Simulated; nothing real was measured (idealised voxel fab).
process module | voxel wiring stack
cross-section cut | 265 nm wide | cells 5 nm
A cross-section is a grid of square cells, given in bands from the top down. A band is one or more rows of cells.
Each band's line starts with the height of the band's top and of its bottom, in nm. Then come its materials from left to right, each with its width in nm. One material with "throughout" fills the band from edge to edge. "air" is empty space.
Height 0 is the level under which the wafer as received is all one material. The lowest band goes on downwards, as in "0 down".
A width such as "30 to 40" changes by the same amount from each row of cells to the next, from the band's top row to its bottom row.
"no change" after a step means that no cell of the cross-section changed.
closed voids: empty space of 8 cells or more with no open way to the top, each as width x height at its distance from the left edge, in nm
after a step's settings: what the simulator itself notes on the step
overlay nm, on a step with a mask: how far to the right of its planned place the mask lay; to the left if negative
Each pair below shows a cross-section before one step and the cross-section after it, down to the lowest band that changed. The line under each pair gives the step between them, with its settings. The pairs can come from different runs of this module on the same starting wafer, so a pair continues from the pair above only where its "before" says so.
before
  0 down: Si throughout
  closed voids: none
after
  15 to 0: SiO2 throughout
  below 0: unchanged
  closed voids: none
the step between: op CONFORMAL_DEP | material SiO2 | thk nm 15
before: the cross-section after the pair above
after
  20 to 15: SiN throughout
  below 15: unchanged
  closed voids: none
the step between: op CONFORMAL_DEP | material SiN | thk nm 5
before: the cross-section after the pair above
after
  35 to 20: SiO2 throughout
  below 20: unchanged
  closed voids: none
the step between: op DIRECTIONAL_DEP | material SiO2 | thk nm 15
before: the cross-section after the pair above
after
  55 to 35: resist 100 | air 20 | resist 20 | air 20 | resist 105
  below 35: unchanged
  closed voids: none
the step between: op PATTERN | tone open | mask id METAL_1 | material resist | width nm 20 | pitch nm 40 | thk nm 20 | overlay nm 0
before: the cross-section after the pair above
after
  55 to 35: resist 100 | air 20 | resist 20 | air 20 | resist 105
  35 to 20: SiO2 100 | air 20 | SiO2 20 | air 20 | SiO2 105
  below 20: unchanged
  closed voids: none
the step between: op DIRECTIONAL_ETCH | etch materials SiO2 | depth nm 15
before: the cross-section after the pair above
after
  55 to 35: resist 100 | air 20 | resist 20 | air 20 | resist 105
  35 to 20: SiO2 100 | air 20 | SiO2 20 | air 20 | SiO2 105
  20 to 15: SiN 100 | air 20 | SiN 20 | air 20 | SiN 105
  below 15: unchanged
  closed voids: none
the step between: op DIRECTIONAL_ETCH | etch materials SiN | depth nm 5
before: the cross-section after the pair above
after
  35 to 20: SiO2 100 | air 20 | SiO2 20 | air 20 | SiO2 105
  below 20: unchanged
  closed voids: none
the step between: op STRIP | etch materials resist
before: the cross-section after the pair above
after
  40 to 35: TiN 105 | air 10 | TiN 30 | air 10 | TiN 110
  35 to 20: SiO2 100 | TiN 5 | air 10 | TiN 5 | SiO2 20 | TiN 5 | air 10 | TiN 5 | SiO2 105
  20 to 15: SiN 100 | TiN 20 | SiN 20 | TiN 20 | SiN 105
  below 15: unchanged
  closed voids: none
the step between: op CONFORMAL_DEP | material TiN | thk nm 5
before: the cross-section after the pair above
after
  50 to 40: Ru throughout
  40 to 35: TiN 105 | Ru 10 | TiN 30 | Ru 10 | TiN 110
  35 to 20: SiO2 100 | TiN 5 | Ru 10 | TiN 5 | SiO2 20 | TiN 5 | Ru 10 | TiN 5 | SiO2 105
  below 20: unchanged
  closed voids: none
the step between: op FILL_DEP | material Ru | thk nm 10
before: the cross-section after the pair above
after
  35 to 20: SiO2 100 | TiN 5 | Ru 10 | TiN 5 | SiO2 20 | TiN 5 | Ru 10 | TiN 5 | SiO2 105
  below 20: unchanged
  closed voids: none
the step between: op CMP | height nm 35
before: the cross-section after the pair above
after
  40 to 35: air 95 | Ru 30 | air 10 | Ru 30 | air 100
  below 35: unchanged
  closed voids: none
the step between: op EPI | material Ru | thk nm 5
before: the cross-section after the pair above
after
  45 to 40: SiCN throughout
  40 to 35: SiCN 95 | Ru 30 | SiCN 10 | Ru 30 | SiCN 100
  below 35: unchanged
  closed voids: none
the step between: op FILL_DEP | material SiCN | thk nm 5
before: the cross-section after the pair above
after
  65 to 45: SiO2 throughout
  below 45: unchanged
  closed voids: none
the step between: op DIRECTIONAL_DEP | material SiO2 | thk nm 20
before: the cross-section after the pair above
after
  85 to 65: resist 100 | air 15 | resist 25 | air 15 | resist 110
  below 65: unchanged
  closed voids: none
the step between: op PATTERN | tone open | mask id PLUG_1 | material resist | width nm 15 | pitch nm 40 | thk nm 20 | overlay nm 0
before: the cross-section after the pair above
after
  85 to 65: resist 100 | air 15 | resist 25 | air 15 | resist 110
  65 to 45: SiO2 100 | air 15 | SiO2 25 | air 15 | SiO2 110
  below 45: unchanged
  closed voids: none
the step between: op DIRECTIONAL_ETCH | etch materials SiO2 | depth nm 20
before: the cross-section after the pair above
after
  85 to 65: resist 100 | air 15 | resist 25 | air 15 | resist 110
  65 to 45: SiO2 100 | air 15 | SiO2 25 | air 15 | SiO2 110
  45 to 40: SiCN 100 | air 15 | SiCN 25 | air 15 | SiCN 110
  below 40: unchanged
  closed voids: none
the step between: op DIRECTIONAL_ETCH | etch materials SiCN | depth nm 5
before: the cross-section after the pair above
after
  65 to 45: SiO2 100 | air 15 | SiO2 25 | air 15 | SiO2 110
  below 45: unchanged
  closed voids: none
the step between: op STRIP | etch materials resist
before: the cross-section after the pair above
after
  70 to 65: TiN 105 | air 5 | TiN 35 | air 5 | TiN 115
  65 to 45: SiO2 100 | TiN 5 | air 5 | TiN 5 | SiO2 25 | TiN 5 | air 5 | TiN 5 | SiO2 110
  45 to 40: SiCN 100 | TiN 15 | SiCN 25 | TiN 15 | SiCN 110
  below 40: unchanged
  closed voids: none
the step between: op CONFORMAL_DEP | material TiN | thk nm 5
before: the cross-section after the pair above
after
  80 to 70: W throughout
  70 to 65: TiN 105 | W 5 | TiN 35 | W 5 | TiN 115
  65 to 45: SiO2 100 | TiN 5 | W 5 | TiN 5 | SiO2 25 | TiN 5 | W 5 | TiN 5 | SiO2 110
  below 45: unchanged
  closed voids: none
the step between: op FILL_DEP | material W | thk nm 10
before: the cross-section after the pair above
after
  65 to 45: SiO2 100 | TiN 5 | W 5 | TiN 5 | SiO2 25 | TiN 5 | W 5 | TiN 5 | SiO2 110
  below 45: unchanged
  closed voids: none
the step between: op CMP | height nm 65
before: the cross-section after the pair above
after
  70 to 65: TiN throughout
  below 65: unchanged
  closed voids: none
the step between: op DIRECTIONAL_DEP | material TiN | thk nm 5
before: the cross-section after the pair above
after
  90 to 70: W throughout
  below 70: unchanged
  closed voids: none
the step between: op DIRECTIONAL_DEP | material W | thk nm 20
before: the cross-section after the pair above
after
  90 to 70: air 100 | W 20 | air 20 | W 20 | air 105
  below 70: unchanged
  closed voids: none
the step between: op MASKED_ETCH | tone cover | mask id METAL_2 | width nm 20 | pitch nm 40 | etch materials W | depth nm 20 | overlay nm 0
before: the cross-section after the pair above
after
  90 to 70: air 100 | W 20 | air 20 | W 20 | air 105
  70 to 65: air 100 | TiN 20 | air 20 | TiN 20 | air 105
  below 65: unchanged
  closed voids: none
the step between: op MASKED_ETCH | tone cover | mask id METAL_2 | width nm 20 | pitch nm 40 | etch materials TiN | depth nm 5 | overlay nm 0
before: the cross-section after the pair above
after
  95 to 90: air 95 | SiN 30 | air 10 | SiN 30 | air 100
  90 to 70: air 95 | SiN 5 | W 20 | SiN 5 | air 10 | SiN 5 | W 20 | SiN 5 | air 100
  70 to 65: SiN 100 | TiN 20 | SiN 20 | TiN 20 | SiN 105
  below 65: unchanged
  closed voids: none
the step between: op CONFORMAL_DEP | material SiN | thk nm 5
before: the cross-section after the pair above
after
  100 to 95: SiO2 throughout
  95 to 90: SiO2 95 | SiN 30 | SiO2 10 | SiN 30 | SiO2 100
  90 to 70: SiO2 95 | SiN 5 | W 20 | SiN 5 | SiO2 10 | SiN 5 | W 20 | SiN 5 | SiO2 100
  below 70: unchanged
  closed voids: none
the step between: op FILL_DEP | material SiO2 | thk nm 5
before: the cross-section after the pair above
after
  90 to 70: SiO2 95 | SiN 5 | W 20 | SiN 5 | SiO2 10 | SiN 5 | W 20 | SiN 5 | SiO2 100
  below 70: unchanged
  closed voids: none
the step between: op CMP | height nm 90
before: the cross-section after the pair above
after
  95 to 90: SiCN throughout
  below 90: unchanged
  closed voids: none
the step between: op CONFORMAL_DEP | material SiCN | thk nm 5
before: the cross-section after the pair above
after
  125 to 95: SiO2 throughout
  below 95: unchanged
  closed voids: none
the step between: op DIRECTIONAL_DEP | material SiO2 | thk nm 30
before: the cross-section after the pair above
after
  140 to 125: resist 100 | air 20 | resist 20 | air 20 | resist 105
  below 125: unchanged
  closed voids: none
the step between: op PATTERN | tone open | mask id METAL_3 | material resist | width nm 20 | pitch nm 40 | thk nm 15 | overlay nm 0
before: the cross-section after the pair above
after
  140 to 125: resist 100 | air 20 | resist 20 | air 20 | resist 105
  125 to 110: SiO2 100 | air 20 | SiO2 20 | air 20 | SiO2 105
  below 110: unchanged
  closed voids: none
the step between: op DIRECTIONAL_ETCH | etch materials SiO2 | depth nm 15
before: the cross-section after the pair above
after
  125 to 110: SiO2 100 | air 20 | SiO2 20 | air 20 | SiO2 105
  below 110: unchanged
  closed voids: none
the step between: op STRIP | etch materials resist
before: the cross-section after the pair above
after
  140 to 125: resist 100 | air 15 | resist 25 | air 15 | resist 110
  125 to 110: SiO2 100 | air 15 | resist 5 | SiO2 20 | air 15 | resist 5 | SiO2 105
  below 110: unchanged
  closed voids: none
the step between: op PATTERN | tone open | mask id METAL_3_HOLES | material resist | width nm 15 | pitch nm 40 | thk nm 15 | overlay nm 0
before: the cross-section after the pair above
after
  140 to 125: resist 100 | air 15 | resist 25 | air 15 | resist 110
  125 to 110: SiO2 100 | air 15 | resist 5 | SiO2 20 | air 15 | resist 5 | SiO2 105
  110 to 95: SiO2 100 | air 15 | SiO2 25 | air 15 | SiO2 110
  below 95: unchanged
  closed voids: none
the step between: op DIRECTIONAL_ETCH | etch materials SiO2 | depth nm 15
before: the cross-section after the pair above
after
  140 to 125: resist 100 | air 15 | resist 25 | air 15 | resist 110
  125 to 110: SiO2 100 | air 15 | resist 5 | SiO2 20 | air 15 | resist 5 | SiO2 105
  110 to 95: SiO2 100 | air 15 | SiO2 25 | air 15 | SiO2 110
  95 to 90: SiCN 100 | air 15 | SiCN 25 | air 15 | SiCN 110
  below 90: unchanged
  closed voids: none
the step between: op DIRECTIONAL_ETCH | etch materials SiCN | depth nm 5
before: the cross-section after the pair above
after
  125 to 110: SiO2 100 | air 20 | SiO2 20 | air 20 | SiO2 105
  below 110: unchanged
  closed voids: none
the step between: op STRIP | etch materials resist
before: the cross-section after the pair above
after
  130 to 125: TiN 105 | air 10 | TiN 30 | air 10 | TiN 110
  125 to 115: SiO2 100 | TiN 5 | air 10 | TiN 5 | SiO2 20 | TiN 5 | air 10 | TiN 5 | SiO2 105
  115 to 110: SiO2 100 | TiN 5 | air 5 | TiN 10 | SiO2 20 | TiN 5 | air 5 | TiN 10 | SiO2 105
  110 to 95: SiO2 100 | TiN 5 | air 5 | TiN 5 | SiO2 25 | TiN 5 | air 5 | TiN 5 | SiO2 110
  95 to 90: SiCN 100 | TiN 15 | SiCN 25 | TiN 15 | SiCN 110
  below 90: unchanged
  closed voids: none
the step between: op CONFORMAL_DEP | material TiN | thk nm 5
before: the cross-section after the pair above
after
  135 to 130: Cu throughout
  130 to 125: TiN 105 | Cu 10 | TiN 30 | Cu 10 | TiN 110
  125 to 115: SiO2 100 | TiN 5 | Cu 10 | TiN 5 | SiO2 20 | TiN 5 | Cu 10 | TiN 5 | SiO2 105
  115 to 110: SiO2 100 | TiN 5 | Cu 5 | TiN 10 | SiO2 20 | TiN 5 | Cu 5 | TiN 10 | SiO2 105
  110 to 95: SiO2 100 | TiN 5 | Cu 5 | TiN 5 | SiO2 25 | TiN 5 | Cu 5 | TiN 5 | SiO2 110
  below 95: unchanged
  closed voids: none
the step between: op FILL_DEP | material Cu | thk nm 5
before: the cross-section after the pair above
after
  125 to 115: SiO2 100 | TiN 5 | Cu 10 | TiN 5 | SiO2 20 | TiN 5 | Cu 10 | TiN 5 | SiO2 105
  below 115: unchanged
  closed voids: none
the step between: op CMP | height nm 125
before: the cross-section after the pair above
after
  130 to 125: SiN throughout
  below 125: unchanged
  closed voids: none
the step between: op CONFORMAL_DEP | material SiN | thk nm 5
before
  0 down: Si throughout
  closed voids: none
after
  5 to 0: SiN throughout
  below 0: unchanged
  closed voids: none
the step between: op CONFORMAL_DEP | material SiN | thk nm 5
before: the cross-section after the pair above
after
  20 to 5: SiO2 throughout
  below 5: unchanged
  closed voids: none
the step between: op DIRECTIONAL_DEP | material SiO2 | thk nm 15
before: the cross-section after the pair above
after
  40 to 20: resist 100 | air 20 | resist 20 | air 20 | resist 105
  below 20: unchanged
  closed voids: none
the step between: op PATTERN | tone open | mask id METAL_1 | material resist | width nm 20 | pitch nm 40 | thk nm 20 | overlay nm 0
before: the cross-section after the pair above
after
  40 to 20: resist 100 | air 20 | resist 20 | air 20 | resist 105
  20 to 5: SiO2 100 | air 20 | SiO2 20 | air 20 | SiO2 105
  below 5: unchanged
  closed voids: none
the step between: op DIRECTIONAL_ETCH | etch materials SiO2 | depth nm 15
before: the cross-section after the pair above
after
  40 to 20: resist 100 | air 20 | resist 20 | air 20 | resist 105
  20 to 5: SiO2 100 | air 20 | SiO2 20 | air 20 | SiO2 105
  5 to 0: SiN 100 | air 20 | SiN 20 | air 20 | SiN 105
  below 0: unchanged
  closed voids: none
the step between: op DIRECTIONAL_ETCH | etch materials SiN | depth nm 5
before: the cross-section after the pair above
after
  20 to 5: SiO2 100 | air 20 | SiO2 20 | air 20 | SiO2 105
  below 5: unchanged
  closed voids: none
the step between: op STRIP | etch materials resist
before: the cross-section after the pair above
after
  25 to 20: TiN 105 | air 10 | TiN 30 | air 10 | TiN 110
  20 to 5: SiO2 100 | TiN 5 | air 10 | TiN 5 | SiO2 20 | TiN 5 | air 10 | TiN 5 | SiO2 105
  5 to 0: SiN 100 | TiN 20 | SiN 20 | TiN 20 | SiN 105
  below 0: unchanged
  closed voids: none
the step between: op CONFORMAL_DEP | material TiN | thk nm 5
before: the cross-section after the pair above
after
  35 to 25: Ru throughout
  25 to 20: TiN 105 | Ru 10 | TiN 30 | Ru 10 | TiN 110
  20 to 5: SiO2 100 | TiN 5 | Ru 10 | TiN 5 | SiO2 20 | TiN 5 | Ru 10 | TiN 5 | SiO2 105
  below 5: unchanged
  closed voids: none
the step between: op FILL_DEP | material Ru | thk nm 10
before: the cross-section after the pair above
after
  40 to 25: Ru throughout
  below 25: unchanged
  closed voids: none
the step between: op EPI | material Ru | thk nm 5
before: the cross-section after the pair above
after
  45 to 40: SiCN throughout
  below 40: unchanged
  closed voids: none
the step between: op FILL_DEP | material SiCN | thk nm 5
before: the cross-section after the pair above
after
  65 to 45: SiO2 throughout
  below 45: unchanged
  closed voids: none
the step between: op DIRECTIONAL_DEP | material SiO2 | thk nm 20
before: the cross-section after the pair above
after
  85 to 65: resist 100 | air 15 | resist 25 | air 15 | resist 110
  below 65: unchanged
  closed voids: none
the step between: op PATTERN | tone open | mask id PLUG_1 | material resist | width nm 15 | pitch nm 40 | thk nm 20 | overlay nm 0
before: the cross-section after the pair above
after
  85 to 65: resist 100 | air 15 | resist 25 | air 15 | resist 110
  65 to 45: SiO2 100 | air 15 | SiO2 25 | air 15 | SiO2 110
  below 45: unchanged
  closed voids: none
the step between: op DIRECTIONAL_ETCH | etch materials SiO2 | depth nm 20
before: the cross-section after the pair above
after
  85 to 65: resist 100 | air 15 | resist 25 | air 15 | resist 110
  65 to 45: SiO2 100 | air 15 | SiO2 25 | air 15 | SiO2 110
  45 to 40: SiCN 100 | air 15 | SiCN 25 | air 15 | SiCN 110
  below 40: unchanged
  closed voids: none
the step between: op DIRECTIONAL_ETCH | etch materials SiCN | depth nm 5
before: the cross-section after the pair above
after
  65 to 45: SiO2 100 | air 15 | SiO2 25 | air 15 | SiO2 110
  below 45: unchanged
  closed voids: none
the step between: op STRIP | etch materials resist
before: the cross-section after the pair above
after
  70 to 65: TiN 105 | air 5 | TiN 35 | air 5 | TiN 115
  65 to 45: SiO2 100 | TiN 5 | air 5 | TiN 5 | SiO2 25 | TiN 5 | air 5 | TiN 5 | SiO2 110
  45 to 40: SiCN 100 | TiN 15 | SiCN 25 | TiN 15 | SiCN 110
  below 40: unchanged
  closed voids: none
the step between: op CONFORMAL_DEP | material TiN | thk nm 5
before: the cross-section after the pair above
after
  80 to 70: W throughout
  70 to 65: TiN 105 | W 5 | TiN 35 | W 5 | TiN 115
  65 to 45: SiO2 100 | TiN 5 | W 5 | TiN 5 | SiO2 25 | TiN 5 | W 5 | TiN 5 | SiO2 110
  below 45: unchanged
  closed voids: none
the step between: op FILL_DEP | material W | thk nm 10
before: the cross-section after the pair above
after
  65 to 45: SiO2 100 | TiN 5 | W 5 | TiN 5 | SiO2 25 | TiN 5 | W 5 | TiN 5 | SiO2 110
  below 45: unchanged
  closed voids: none
the step between: op CMP | height nm 65
before: the cross-section after the pair above
after
  70 to 65: TiN throughout
  below 65: unchanged
  closed voids: none
the step between: op DIRECTIONAL_DEP | material TiN | thk nm 5
before: the cross-section after the pair above
after
  90 to 70: W throughout
  below 70: unchanged
  closed voids: none
the step between: op DIRECTIONAL_DEP | material W | thk nm 20
before: the cross-section after the pair above
after
  90 to 70: air 100 | W 20 | air 20 | W 20 | air 105
  below 70: unchanged
  closed voids: none
the step between: op MASKED_ETCH | tone cover | mask id METAL_2 | width nm 20 | pitch nm 40 | etch materials W | depth nm 20 | overlay nm 0
before: the cross-section after the pair above
after
  90 to 70: air 100 | W 20 | air 20 | W 20 | air 105
  70 to 65: air 100 | TiN 20 | air 20 | TiN 20 | air 105
  below 65: unchanged
  closed voids: none
the step between: op MASKED_ETCH | tone cover | mask id METAL_2 | width nm 20 | pitch nm 40 | etch materials TiN | depth nm 5 | overlay nm 0
before: the cross-section after the pair above
after
  95 to 90: air 95 | SiN 30 | air 10 | SiN 30 | air 100
  90 to 70: air 95 | SiN 5 | W 20 | SiN 5 | air 10 | SiN 5 | W 20 | SiN 5 | air 100
  70 to 65: SiN 100 | TiN 20 | SiN 20 | TiN 20 | SiN 105
  below 65: unchanged
  closed voids: none
the step between: op CONFORMAL_DEP | material SiN | thk nm 5
before: the cross-section after the pair above
after
  100 to 95: SiO2 throughout
  95 to 90: SiO2 95 | SiN 30 | SiO2 10 | SiN 30 | SiO2 100
  90 to 70: SiO2 95 | SiN 5 | W 20 | SiN 5 | SiO2 10 | SiN 5 | W 20 | SiN 5 | SiO2 100
  below 70: unchanged
  closed voids: none
the step between: op FILL_DEP | material SiO2 | thk nm 5
before: the cross-section after the pair above
after
  90 to 70: SiO2 95 | SiN 5 | W 20 | SiN 5 | SiO2 10 | SiN 5 | W 20 | SiN 5 | SiO2 100
  below 70: unchanged
  closed voids: none
the step between: op CMP | height nm 90
before: the cross-section after the pair above
after
  95 to 90: SiCN throughout
  below 90: unchanged
  closed voids: none
the step between: op CONFORMAL_DEP | material SiCN | thk nm 5
before: the cross-section after the pair above
after
  125 to 95: SiO2 throughout
  below 95: unchanged
  closed voids: none
the step between: op DIRECTIONAL_DEP | material SiO2 | thk nm 30
before: the cross-section after the pair above
after
  140 to 125: resist 100 | air 20 | resist 20 | air 20 | resist 105
  below 125: unchanged
  closed voids: none
the step between: op PATTERN | tone open | mask id METAL_3 | material resist | width nm 20 | pitch nm 40 | thk nm 15 | overlay nm 0
before: the cross-section after the pair above
after
  140 to 125: resist 100 | air 20 | resist 20 | air 20 | resist 105
  125 to 110: SiO2 100 | air 20 | SiO2 20 | air 20 | SiO2 105
  below 110: unchanged
  closed voids: none
the step between: op DIRECTIONAL_ETCH | etch materials SiO2 | depth nm 15
before: the cross-section after the pair above
after
  125 to 110: SiO2 100 | air 20 | SiO2 20 | air 20 | SiO2 105
  below 110: unchanged
  closed voids: none
the step between: op STRIP | etch materials resist
before: the cross-section after the pair above
after
  140 to 125: resist 100 | air 15 | resist 25 | air 15 | resist 110
  125 to 110: SiO2 100 | air 15 | resist 5 | SiO2 20 | air 15 | resist 5 | SiO2 105
  below 110: unchanged
  closed voids: none
the step between: op PATTERN | tone open | mask id METAL_3_HOLES | material resist | width nm 15 | pitch nm 40 | thk nm 15 | overlay nm 0
before: the cross-section after the pair above
after
  140 to 125: resist 100 | air 15 | resist 25 | air 15 | resist 110
  125 to 110: SiO2 100 | air 15 | resist 5 | SiO2 20 | air 15 | resist 5 | SiO2 105
  110 to 95: SiO2 100 | air 15 | SiO2 25 | air 15 | SiO2 110
  below 95: unchanged
  closed voids: none
the step between: op DIRECTIONAL_ETCH | etch materials SiO2 | depth nm 15
before: the cross-section after the pair above
after
  140 to 125: resist 100 | air 15 | resist 25 | air 15 | resist 110
  125 to 110: SiO2 100 | air 15 | resist 5 | SiO2 20 | air 15 | resist 5 | SiO2 105
  110 to 95: SiO2 100 | air 15 | SiO2 25 | air 15 | SiO2 110
  95 to 90: SiCN 100 | air 15 | SiCN 25 | air 15 | SiCN 110
  below 90: unchanged
  closed voids: none
the step between: op DIRECTIONAL_ETCH | etch materials SiCN | depth nm 5
before: the cross-section after the pair above
after
  125 to 110: SiO2 100 | air 20 | SiO2 20 | air 20 | SiO2 105
  below 110: unchanged
  closed voids: none
the step between: op STRIP | etch materials resist
before: the cross-section after the pair above
after
  130 to 125: TiN 105 | air 10 | TiN 30 | air 10 | TiN 110
  125 to 115: SiO2 100 | TiN 5 | air 10 | TiN 5 | SiO2 20 | TiN 5 | air 10 | TiN 5 | SiO2 105
  115 to 110: SiO2 100 | TiN 5 | air 5 | TiN 10 | SiO2 20 | TiN 5 | air 5 | TiN 10 | SiO2 105
  110 to 95: SiO2 100 | TiN 5 | air 5 | TiN 5 | SiO2 25 | TiN 5 | air 5 | TiN 5 | SiO2 110
  95 to 90: SiCN 100 | TiN 15 | SiCN 25 | TiN 15 | SiCN 110
  below 90: unchanged
  closed voids: none
the step between: op CONFORMAL_DEP | material TiN | thk nm 5
before: the cross-section after the pair above
after
  135 to 130: Cu throughout
  130 to 125: TiN 105 | Cu 10 | TiN 30 | Cu 10 | TiN 110
  125 to 115: SiO2 100 | TiN 5 | Cu 10 | TiN 5 | SiO2 20 | TiN 5 | Cu 10 | TiN 5 | SiO2 105
  115 to 110: SiO2 100 | TiN 5 | Cu 5 | TiN 10 | SiO2 20 | TiN 5 | Cu 5 | TiN 10 | SiO2 105
  110 to 95: SiO2 100 | TiN 5 | Cu 5 | TiN 5 | SiO2 25 | TiN 5 | Cu 5 | TiN 5 | SiO2 110
  below 95: unchanged
  closed voids: none
the step between: op FILL_DEP | material Cu | thk nm 5
before: the cross-section after the pair above
after
  125 to 115: SiO2 100 | TiN 5 | Cu 10 | TiN 5 | SiO2 20 | TiN 5 | Cu 10 | TiN 5 | SiO2 105
  below 115: unchanged
  closed voids: none
the step between: op CMP | height nm 125
before: the cross-section after the pair above
after
  130 to 125: SiN throughout
  below 125: unchanged
  closed voids: none
the step between: op CONFORMAL_DEP | material SiN | thk nm 5
before
  140 to 125: resist 100 | air 20 | resist 20 | air 20 | resist 105
  125 to 110: SiO2 100 | air 20 | SiO2 20 | air 20 | SiO2 105
  110 to 95: SiO2 throughout
  95 to 90: SiCN throughout
  90 to 70: SiO2 95 | SiN 5 | W 20 | SiN 5 | SiO2 10 | SiN 5 | W 20 | SiN 5 | SiO2 100
  70 to 65: SiN 100 | TiN 20 | SiN 20 | TiN 20 | SiN 105
  65 to 45: SiO2 100 | TiN 5 | W 5 | TiN 5 | SiO2 25 | TiN 5 | W 5 | TiN 5 | SiO2 110
  45 to 40: SiCN 100 | TiN 15 | SiCN 25 | TiN 15 | SiCN 110
  40 to 35: SiCN 95 | Ru 30 | SiCN 10 | Ru 30 | SiCN 100
  35 to 20: SiO2 100 | TiN 5 | Ru 10 | TiN 5 | SiO2 20 | TiN 5 | Ru 10 | TiN 5 | SiO2 105
  20 to 15: SiN 100 | TiN 20 | SiN 20 | TiN 20 | SiN 105
  15 to 0: SiO2 throughout
  0 down: Si throughout
  closed voids: none
after
  140 to 125: resist 100 | air 20 | resist 20 | air 20 | resist 105
  125 to 95: SiO2 100 | air 20 | SiO2 20 | air 20 | SiO2 105
  below 95: unchanged
  closed voids: none
the step between: op DIRECTIONAL_ETCH | etch materials SiO2 | depth nm 15
before: the cross-section after the pair above
after
  125 to 95: SiO2 100 | air 20 | SiO2 20 | air 20 | SiO2 105
  below 95: unchanged
  closed voids: none
the step between: op STRIP | etch materials resist
before: the cross-section after the pair above
after
  140 to 125: resist 100 | air 15 | resist 25 | air 15 | resist 110
  125 to 95: SiO2 100 | air 15 | resist 5 | SiO2 20 | air 15 | resist 5 | SiO2 105
  below 95: unchanged
  closed voids: none
the step between: op PATTERN | tone open | mask id METAL_3_HOLES | material resist | width nm 15 | pitch nm 40 | thk nm 15 | overlay nm 0
before: the cross-section after the pair above
after
  140 to 125: resist 100 | air 15 | resist 25 | air 15 | resist 110
  125 to 95: SiO2 100 | air 15 | resist 5 | SiO2 20 | air 15 | resist 5 | SiO2 105
  95 to 90: SiCN 100 | air 15 | SiCN 25 | air 15 | SiCN 110
  below 90: unchanged
  closed voids: none
the step between: op DIRECTIONAL_ETCH | etch materials SiCN | depth nm 5
before: the cross-section after the pair above
after
  125 to 95: SiO2 100 | air 20 | SiO2 20 | air 20 | SiO2 105
  below 95: unchanged
  closed voids: none
the step between: op STRIP | etch materials resist
before: the cross-section after the pair above
after
  130 to 125: TiN 105 | air 10 | TiN 30 | air 10 | TiN 110
  125 to 100: SiO2 100 | TiN 5 | air 10 | TiN 5 | SiO2 20 | TiN 5 | air 10 | TiN 5 | SiO2 105
  100 to 95: SiO2 100 | TiN 5 | air 5 | TiN 10 | SiO2 20 | TiN 5 | air 5 | TiN 10 | SiO2 105
  95 to 90: SiCN 100 | TiN 15 | SiCN 25 | TiN 15 | SiCN 110
  below 90: unchanged
  closed voids: none
the step between: op CONFORMAL_DEP | material TiN | thk nm 5
before: the cross-section after the pair above
after
  135 to 130: Cu throughout
  130 to 125: TiN 105 | Cu 10 | TiN 30 | Cu 10 | TiN 110
  125 to 100: SiO2 100 | TiN 5 | Cu 10 | TiN 5 | SiO2 20 | TiN 5 | Cu 10 | TiN 5 | SiO2 105
  100 to 95: SiO2 100 | TiN 5 | Cu 5 | TiN 10 | SiO2 20 | TiN 5 | Cu 5 | TiN 10 | SiO2 105
  below 95: unchanged
  closed voids: none
the step between: op FILL_DEP | material Cu | thk nm 5
before: the cross-section after the pair above
after
  125 to 100: SiO2 100 | TiN 5 | Cu 10 | TiN 5 | SiO2 20 | TiN 5 | Cu 10 | TiN 5 | SiO2 105
  below 100: unchanged
  closed voids: none
the step between: op CMP | height nm 125
before: the cross-section after the pair above
after
  130 to 125: SiN throughout
  below 125: unchanged
  closed voids: none
the step between: op CONFORMAL_DEP | material SiN | thk nm 5
before
  40 to 35: air 95 | Ru 30 | air 10 | Ru 30 | air 100
  35 to 20: SiO2 100 | TiN 5 | Ru 10 | TiN 5 | SiO2 20 | TiN 5 | Ru 10 | TiN 5 | SiO2 105
  20 to 15: SiN 100 | TiN 20 | SiN 20 | TiN 20 | SiN 105
  15 to 0: SiO2 throughout
  0 down: Si throughout
  closed voids: none
after
  60 to 55: air 95 | SiO2 30 | air 10 | SiO2 30 | air 100
  55 to 40: SiO2 throughout
  40 to 35: SiO2 95 | Ru 30 | SiO2 10 | Ru 30 | SiO2 100
  below 35: unchanged
  closed voids: none
the step between: op DIRECTIONAL_DEP | material SiO2 | thk nm 20
before: the cross-section after the pair above
after
  65 to 60: SiCN throughout
  60 to 55: SiCN 95 | SiO2 30 | SiCN 10 | SiO2 30 | SiCN 100
  below 55: unchanged
  closed voids: none
the step between: op FILL_DEP | material SiCN | thk nm 5
before: the cross-section after the pair above
after
  85 to 65: resist 100 | air 15 | resist 25 | air 15 | resist 110
  below 65: unchanged
  closed voids: none
the step between: op PATTERN | tone open | mask id PLUG_1 | material resist | width nm 15 | pitch nm 40 | thk nm 20 | overlay nm 0
before: the cross-section after the pair above
after
  85 to 65: resist 100 | air 15 | resist 25 | air 15 | resist 110
  65 to 60: SiCN 100 | air 15 | SiCN 25 | air 15 | SiCN 110
  below 60: unchanged
  closed voids: none
the step between: op DIRECTIONAL_ETCH | etch materials SiCN | depth nm 5
before: the cross-section after the pair above
after
  65 to 60: SiCN 100 | air 15 | SiCN 25 | air 15 | SiCN 110
  below 60: unchanged
  closed voids: none
the step between: op STRIP | etch materials resist
before: the cross-section after the pair above
after
  70 to 65: TiN 105 | air 5 | TiN 35 | air 5 | TiN 115
  65 to 60: SiCN 100 | TiN 15 | SiCN 25 | TiN 15 | SiCN 110
  below 60: unchanged
  closed voids: none
the step between: op CONFORMAL_DEP | material TiN | thk nm 5
before: the cross-section after the pair above
after
  80 to 70: W throughout
  70 to 65: TiN 105 | W 5 | TiN 35 | W 5 | TiN 115
  below 65: unchanged
  closed voids: none
the step between: op FILL_DEP | material W | thk nm 10
before: the cross-section after the pair above
after
  65 to 60: SiCN 100 | TiN 15 | SiCN 25 | TiN 15 | SiCN 110
  below 60: unchanged
  closed voids: none
the step between: op CMP | height nm 65
before: the cross-section after the pair above
after
  70 to 65: TiN throughout
  below 65: unchanged
  closed voids: none
the step between: op DIRECTIONAL_DEP | material TiN | thk nm 5
before: the cross-section after the pair above
after
  90 to 70: W throughout
  below 70: unchanged
  closed voids: none
the step between: op DIRECTIONAL_DEP | material W | thk nm 20
before: the cross-section after the pair above
after
  90 to 70: air 100 | W 20 | air 20 | W 20 | air 105
  below 70: unchanged
  closed voids: none
the step between: op MASKED_ETCH | tone cover | mask id METAL_2 | width nm 20 | pitch nm 40 | etch materials W | depth nm 20 | overlay nm 0
before: the cross-section after the pair above
after
  90 to 70: air 100 | W 20 | air 20 | W 20 | air 105
  70 to 65: air 100 | TiN 20 | air 20 | TiN 20 | air 105
  below 65: unchanged
  closed voids: none
the step between: op MASKED_ETCH | tone cover | mask id METAL_2 | width nm 20 | pitch nm 40 | etch materials TiN | depth nm 5 | overlay nm 0
